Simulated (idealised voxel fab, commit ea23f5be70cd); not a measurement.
Name of the process module below: voxel self aligned vias
Cross-section cut spans 140 nm and uses square cells 5 nm in size.
When this document writes out a cross-section, it uses a grid of square cells and lists it as bands, beginning at the top and moving down, with a band standing for one or more rows of cells.
Within each band entry, the heights of the top and of the bottom of the band appear first, in that order and in nm; the materials of the band then follow from left to right, each with its corresponding width in nm. The designation "all across" on a single material indicates that it fills the band from edge to edge; the designation "empty" indicates empty space.
Convention: height 0 is the level below which the wafer, as received, is all one material. The lowest band does not terminate at the bottom but continues downward, represented as "0 down".
Graded width ("30 to 40"): value in top row of band = first number; value in bottom row = second number; row-to-row change constant.
Where the words "no modification" appear for a step, the cross-section shows no cell changed by that step; every cell remained as before.
Any empty space of 8 cells or more lacking an open way to the top shows up in "Closed void catalog" as width x height at distance, distance from the left edge, in nm.
Note: text after step settings on the step line = simulator remark on that step.
Each step line may optionally specify "overlay nm", which for a step with a mask gives the rightward distance between the mask's planned place and where it lay, a negative value indicating the leftward direction.

Process steps - plan:
1: RECEIVE (material Si)
2: CONFORMAL_DEP (material SiO2; thk nm 15)
3: CONFORMAL_DEP (material SiCN; thk nm 5)
4: DIRECTIONAL_DEP (material SiO2; thk nm 20)
5: MASKED_ETCH (tone open; mask id LINES; width nm 25; pitch nm 50; etch materials SiO2; depth nm 20; overlay nm 0)
6: CONFORMAL_DEP (material TiN; thk nm 5)
7: FILL_DEP (material W; thk nm 10)
8: CMP (height nm 40)
9: SELECTIVE_ETCH (etch materials W Ru TiN; depth nm 10)
10: FILL_DEP (material SiN; thk nm 5)
11: CMP (height nm 40)
12: DIRECTIONAL_DEP (material SiO2; thk nm 15)
13: PATTERN (tone open; mask id VIAS; material resist; width nm 25; thk nm 20; overlay nm 0)
14: DIRECTIONAL_ETCH (etch materials SiO2; depth nm 15)
15: DIRECTIONAL_ETCH (etch materials SiN; depth nm 10)
16: STRIP (etch materials resist)
17: CONFORMAL_DEP (material TiN; thk nm 5)
18: FILL_DEP (material Cu; thk nm 10)
19: CMP (height nm 55)
20: CONFORMAL_DEP (material SiN; thk nm 5)
The wafers in this document start out alike and differ in the width nm applied at step 13; the plan shows the value used for the first wafer.

First of several wafers (as received, post step 1), cross-sectional view:
	0 down = Si all across
	Closed void catalog: none

Note: the following table is arranged by wafer, a row apiece. Each row reports the end-of-module state: per material, cells gained (+) or cells lost (-) compared with the wafer as received; closed voids follow:
width nm 25; +12 Cu; +28 SiCN; +38 SiN; +225 SiO2; +27 TiN; +6 W; Closed void catalog: none
width nm 30; +14 Cu; +28 SiCN; +38 SiN; +222 SiO2; +28 TiN; +6 W; Closed void catalog: none
width nm 35; +16 Cu; +28 SiCN; +38 SiN; +219 SiO2; +29 TiN; +6 W; Closed void catalog: none
width nm 40; +18 Cu; +28 SiCN; +38 SiN; +216 SiO2; +30 TiN; +6 W; Closed void catalog: none
width nm 45; +20 Cu; +28 SiCN; +38 SiN; +213 SiO2; +31 TiN; +6 W; Closed void catalog: none
width nm 50; +22 Cu; +28 SiCN; +38 SiN; +210 SiO2; +32 TiN; +6 W; Closed void catalog: none
